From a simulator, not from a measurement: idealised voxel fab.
The process module that follows is named voxel released beams.
Cross-sectional view cut (width: 260 nm; square cell size: 5 nm).
Cross-sections here: square-cell grids, written as top-down lists of bands, a band being one or more rows of cells.
What a band's entry tells you: where the top is and where the bottom is, as heights in nm, and after that what lies inside, material by material from left to right, each with its width in nm. Empty space is written as the word "air", and a single material marked with the word "throughout" occupies the band from edge to edge.
A quick word on heights: they are counted from 0, and under that level the wafer as it came to us is one material throughout. The lowest band is different from the rest in having no bottom; it simply continues downward, written as in "top 0, no bottom".
When a width is written as two numbers, as in "30 to 40", the first number is the width in the top row of cells of the band and the second is the width in its bottom row, and the width changes by the same amount from each row to the next.
"all unchanged" -> step changed no cross-section cell.
You'll see "Enclosed void catalog" listing empty spaces that have no way open to the top, as long as they're 8 cells or more; the notation is width x height at distance, where the distance is from the left edge, and all of it is in nm.
Text after the settings on a step's line: the simulator's own remark on that step.
"overlay nm" answers the question of how far to the right of plan the mask lay on a step that has a mask, and when it is negative the answer is to the left.

List of planned process steps
- 1: RECEIVE,material Si
- 2: CONFORMAL_DEP,material Al2O3,thk nm 5
- 3: DIRECTIONAL_DEP,material SiO2,thk nm 15
- 4: DIRECTIONAL_DEP,material aC,thk nm 10
- 5: PATTERN,tone open,mask id ANCHOR,material resist,width nm 45,thk nm 30,overlay nm 0
- 6: DIRECTIONAL_ETCH,etch materials aC,depth nm 10
- 7: STRIP,etch materials resist
- 8: DIRECTIONAL_ETCH,etch materials SiO2,depth nm 15
- 9: STRIP,etch materials aC
- 10: CONFORMAL_DEP,material SiN,thk nm 15
- 11: DIRECTIONAL_DEP,material aC,thk nm 10
- 12: PATTERN,tone cover,mask id BEAM,material resist,width nm 120,thk nm 30,overlay nm 0
- 13: DIRECTIONAL_ETCH,etch materials aC,depth nm 10
- 14: STRIP,etch materials resist
- 15: DIRECTIONAL_ETCH,etch materials SiN,depth nm 15
- 16: STRIP,etch materials aC
- 17: STRIP,etch materials SiO2

Wafer cross-section on receipt, i.e. after step 1
	top 0, no bottom  Si throughout
	Enclosed void catalog: none

First of two wafers at the end of the module, shown in cross-section; run carried out as planned
	top 35, bottom 20  65 of air | 20 of SiN | 15 of air | 85 of SiN | 75 of air
	top 20, bottom 5  70 of air | 45 of SiN | 145 of air
	top 5, bottom 0  Al2O3 throughout
	top 0, no bottom  Si throughout
	Enclosed void catalog: none

Same start, same plan as the first wafer - but one mistake in the run. Cross-section of the second of the two at the end of the module
	top 35, bottom 20  65 of air | 25 of SiN | 15 of air | 80 of SiN | 75 of air
	top 20, bottom 5  75 of air | 45 of SiN | 140 of air
	top 5, bottom 0  Al2O3 throughout
	top 0, no bottom  Si throughout
	Enclosed void catalog: none
It is concluded that the wafer was processed incorrectly with respect to the plan, in that step 5 deviated from plan and actually ran as PATTERN,tone open,mask id ANCHOR,material resist,width nm 45,thk nm 30,overlay nm 5
Tallied in cells, the final second wafer holds each material in the same quantity as the first, although not at the same places.
